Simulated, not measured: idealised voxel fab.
Process module heading - voxel self aligned vias
The width of the displayed cross-section, cut, is 190 nm; its cells are square, with a size of 5 nm.
Cross-section layout: square cells on a grid; listed as bands, top to bottom; a band spans one or more cell rows.
Quick guide to a band line: top height, bottom height (nm) up front; then every material left to right with its width in nm. Only one material and it's marked "throughout"? Then it fills the band edge to edge. And "empty" just means empty space.
A quick word on heights: they are counted from 0, and under that level the wafer as it came to us is one material throughout. The lowest band is different from the rest in having no bottom; it simply continues downward, written as in "0 nm and below".
A width given as "30..40" starts at the first number in the band's top row and ends at the second number in its bottom row, shifting by an equal amount at every step from row to row.
"all unchanged" for a step: no cell of the cross-section changed in that step.
Listed in "Internal closed voids": every empty space of 8 or more cells without an open way to the top. Form: width x height at distance, the distance being from the left edge, all in nm.
It should be noted that, on the line of a given step, the content following the step's settings is a remark produced by the simulator itself with respect to that step.
Each step line may optionally specify "overlay nm", which for a step with a mask gives the rightward distance between the mask's planned place and where it lay, a negative value indicating the leftward direction.

List of planned process steps:
1,RECEIVE with material Si
2,CONFORMAL_DEP with material SiO2, thk nm 15
3,CONFORMAL_DEP with material SiCN, thk nm 5
4,DIRECTIONAL_DEP with material lowk, thk nm 20
5,MASKED_ETCH with tone open, mask id LINES, width nm 25, pitch nm 70, etch materials lowk, depth nm 20, overlay nm 0
6,CONFORMAL_DEP with material TiN, thk nm 5
7,FILL_DEP with material W, thk nm 5
8,CMP with height nm 40
9,SELECTIVE_ETCH with etch materials W Ru TiN, depth nm 5
10,FILL_DEP with material SiN, thk nm 10
11,CMP with height nm 40
12,DIRECTIONAL_DEP with material lowk, thk nm 15
13,DIRECTIONAL_DEP with material aC, thk nm 10
14,PATTERN with tone open, mask id VIAS, material resist, width nm 45, thk nm 25, overlay nm 0
15,DIRECTIONAL_ETCH with etch materials aC, depth nm 10
16,STRIP with etch materials resist
17,DIRECTIONAL_ETCH with etch materials lowk, depth nm 15
18,DIRECTIONAL_ETCH with etch materials SiN, depth nm 5
19,STRIP with etch materials aC
20,CONFORMAL_DEP with material TiN, thk nm 5
21,FILL_DEP with material Cu, thk nm 10
22,CMP with height nm 55
23,CONFORMAL_DEP with material SiN, thk nm 5

The first wafer of two, processed as planned:

Incoming wafer, cross-sectional view, post step 1:
    0 nm and below: Si throughout
    Internal closed voids: none

You're looking at a cross-section of the wafer after step 2:
    15 nm to 0 nm: SiO2 throughout
    Whatever lies below 0 is exactly as it was before.

You're looking at a cross-section of the wafer after step 3:
    20 nm to 15 nm: SiCN throughout
    Whatever lies below 15 is exactly as it was before.

You're looking at a cross-section of the wafer after step 4:
    40 nm to 20 nm: lowk throughout
    Whatever lies below 20 is exactly as it was before.

You're looking at a cross-section of the wafer after step 5:
    40 nm to 20 nm: 45 nm lowk / 25 nm empty / 45 nm lowk / 25 nm empty / 50 nm lowk
    Whatever lies below 20 is exactly as it was before.

You're looking at a cross-section of the wafer after step 6:
    45 nm to 40 nm: 50 nm TiN / 15 nm empty / 55 nm TiN / 15 nm empty / 55 nm TiN
    40 nm to 25 nm: 45 nm lowk / 5 nm TiN / 15 nm empty / 5 nm TiN / 45 nm lowk / 5 nm TiN / 15 nm empty / 5 nm TiN / 50 nm lowk
    25 nm to 20 nm: 45 nm lowk / 25 nm TiN / 45 nm lowk / 25 nm TiN / 50 nm lowk
    Whatever lies below 20 is exactly as it was before.

You're looking at a cross-section of the wafer after step 7:
    50 nm to 45 nm: W throughout
    45 nm to 40 nm: 50 nm TiN / 15 nm W / 55 nm TiN / 15 nm W / 55 nm TiN
    40 nm to 25 nm: 45 nm lowk / 5 nm TiN / 15 nm W / 5 nm TiN / 45 nm lowk / 5 nm TiN / 15 nm W / 5 nm TiN / 50 nm lowk
    Whatever lies below 25 is exactly as it was before.

You're looking at a cross-section of the wafer after step 8:
    40 nm to 25 nm: 45 nm lowk / 5 nm TiN / 15 nm W / 5 nm TiN / 45 nm lowk / 5 nm TiN / 15 nm W / 5 nm TiN / 50 nm lowk
    Whatever lies below 25 is exactly as it was before.

You're looking at a cross-section of the wafer after step 9:
    40 nm to 35 nm: 45 nm lowk / 25 nm empty / 45 nm lowk / 25 nm empty / 50 nm lowk
    Whatever lies below 35 is exactly as it was before.

You're looking at a cross-section of the wafer after step 10:
    50 nm to 40 nm: SiN throughout
    40 nm to 35 nm: 45 nm lowk / 25 nm SiN / 45 nm lowk / 25 nm SiN / 50 nm lowk
    Whatever lies below 35 is exactly as it was before.

You're looking at a cross-section of the wafer after step 11:
    40 nm to 35 nm: 45 nm lowk / 25 nm SiN / 45 nm lowk / 25 nm SiN / 50 nm lowk
    Whatever lies below 35 is exactly as it was before.

You're looking at a cross-section of the wafer after step 12:
    55 nm to 40 nm: lowk throughout
    Whatever lies below 40 is exactly as it was before.

You're looking at a cross-section of the wafer after step 13:
    65 nm to 55 nm: aC throughout
    Whatever lies below 55 is exactly as it was before.

You're looking at a cross-section of the wafer after step 14:
    90 nm to 65 nm: 35 nm resist / 45 nm empty / 110 nm resist
    Whatever lies below 65 is exactly as it was before.

You're looking at a cross-section of the wafer after step 15:
    80 nm to 65 nm: 35 nm resist / 45 nm empty / 110 nm resist
    65 nm to 55 nm: 35 nm aC / 45 nm empty / 110 nm aC
    Whatever lies below 55 is exactly as it was before.

You're looking at a cross-section of the wafer after step 16:
    65 nm to 55 nm: 35 nm aC / 45 nm empty / 110 nm aC
    Whatever lies below 55 is exactly as it was before.

You're looking at a cross-section of the wafer after step 17:
    65 nm to 55 nm: 35 nm aC / 45 nm empty / 110 nm aC
    55 nm to 40 nm: 35 nm lowk / 45 nm empty / 110 nm lowk
    Whatever lies below 40 is exactly as it was before.

You're looking at a cross-section of the wafer after step 18:
    65 nm to 55 nm: 35 nm aC / 45 nm empty / 110 nm aC
    55 nm to 40 nm: 35 nm lowk / 45 nm empty / 110 nm lowk
    40 nm to 35 nm: 45 nm lowk / 25 nm empty / 45 nm lowk / 25 nm SiN / 50 nm lowk
    Whatever lies below 35 is exactly as it was before.

You're looking at a cross-section of the wafer after step 19:
    55 nm to 40 nm: 35 nm lowk / 45 nm empty / 110 nm lowk
    Whatever lies below 40 is exactly as it was before.

You're looking at a cross-section of the wafer after step 20:
    60 nm to 55 nm: 40 nm TiN / 35 nm empty / 115 nm TiN
    55 nm to 45 nm: 35 nm lowk / 5 nm TiN / 35 nm empty / 5 nm TiN / 110 nm lowk
    45 nm to 40 nm: 35 nm lowk / 15 nm TiN / 15 nm empty / 15 nm TiN / 110 nm lowk
    40 nm to 35 nm: 45 nm lowk / 25 nm TiN / 45 nm lowk / 25 nm SiN / 50 nm lowk
    Whatever lies below 35 is exactly as it was before.

You're looking at a cross-section of the wafer after step 21:
    70 nm to 60 nm: Cu throughout
    60 nm to 55 nm: 40 nm TiN / 35 nm Cu / 115 nm TiN
    55 nm to 45 nm: 35 nm lowk / 5 nm TiN / 35 nm Cu / 5 nm TiN / 110 nm lowk
    45 nm to 40 nm: 35 nm lowk / 15 nm TiN / 15 nm Cu / 15 nm TiN / 110 nm lowk
    Whatever lies below 40 is exactly as it was before.

You're looking at a cross-section of the wafer after step 22:
    55 nm to 45 nm: 35 nm lowk / 5 nm TiN / 35 nm Cu / 5 nm TiN / 110 nm lowk
    Whatever lies below 45 is exactly as it was before.

You're looking at a cross-section of the wafer after step 23:
    60 nm to 55 nm: SiN throughout
    Whatever lies below 55 is exactly as it was before.

Second wafer: same start and same plan as the first, one execution error; identical to the first through step 16:

Second wafer, section view, time point: scheduled end of step 17:
    65 nm to 55 nm: 35 nm aC / 45 nm empty / 110 nm aC
    55 nm to 40 nm: 35 nm lowk / 45 nm empty / 110 nm lowk
    40 nm to 35 nm: 35 nm lowk / 10 nm empty / 25 nm SiN / 10 nm empty / 35 nm lowk / 25 nm SiN / 50 nm lowk
    35 nm to 25 nm: 35 nm lowk / 10 nm empty / 5 nm TiN / 15 nm W / 5 nm TiN / 10 nm empty / 35 nm lowk / 5 nm TiN / 15 nm W / 5 nm TiN / 50 nm lowk
    Whatever lies below 25 is exactly as it was before.

Second wafer, section view, time point: scheduled end of step 18:
    65 nm to 55 nm: 35 nm aC / 45 nm empty / 110 nm aC
    55 nm to 40 nm: 35 nm lowk / 45 nm empty / 110 nm lowk
    40 nm to 35 nm: 35 nm lowk / 45 nm empty / 35 nm lowk / 25 nm SiN / 50 nm lowk
    Whatever lies below 35 is exactly as it was before.

Second wafer, section view, time point: scheduled end of step 19:
    55 nm to 40 nm: 35 nm lowk / 45 nm empty / 110 nm lowk
    Whatever lies below 40 is exactly as it was before.

Second wafer, section view, time point: scheduled end of step 20:
    60 nm to 55 nm: 40 nm TiN / 35 nm empty / 115 nm TiN
    55 nm to 40 nm: 35 nm lowk / 5 nm TiN / 35 nm empty / 5 nm TiN / 110 nm lowk
    40 nm to 35 nm: 35 nm lowk / 45 nm TiN / 35 nm lowk / 25 nm SiN / 50 nm lowk
    35 nm to 25 nm: 35 nm lowk / 15 nm TiN / 15 nm W / 15 nm TiN / 35 nm lowk / 5 nm TiN / 15 nm W / 5 nm TiN / 50 nm lowk
    Whatever lies below 25 is exactly as it was before.

Second wafer, section view, time point: scheduled end of step 21:
    70 nm to 60 nm: Cu throughout
    60 nm to 55 nm: 40 nm TiN / 35 nm Cu / 115 nm TiN
    55 nm to 40 nm: 35 nm lowk / 5 nm TiN / 35 nm Cu / 5 nm TiN / 110 nm lowk
    Whatever lies below 40 is exactly as it was before.

Second wafer, section view, time point: scheduled end of step 22:
    55 nm to 40 nm: 35 nm lowk / 5 nm TiN / 35 nm Cu / 5 nm TiN / 110 nm lowk
    Whatever lies below 40 is exactly as it was before.

Second wafer, section view, time point: scheduled end of step 23:
    60 nm to 55 nm: SiN throughout
    Whatever lies below 55 is exactly as it was before.
Finding, execution versus plan: heads up, step 17 of the plan got done twice
It is noted that, at the conclusion of processing, the second wafer exhibits a higher or lower cell count for certain materials relative to the first: +4 Cu, +8 TiN, -12 lowk
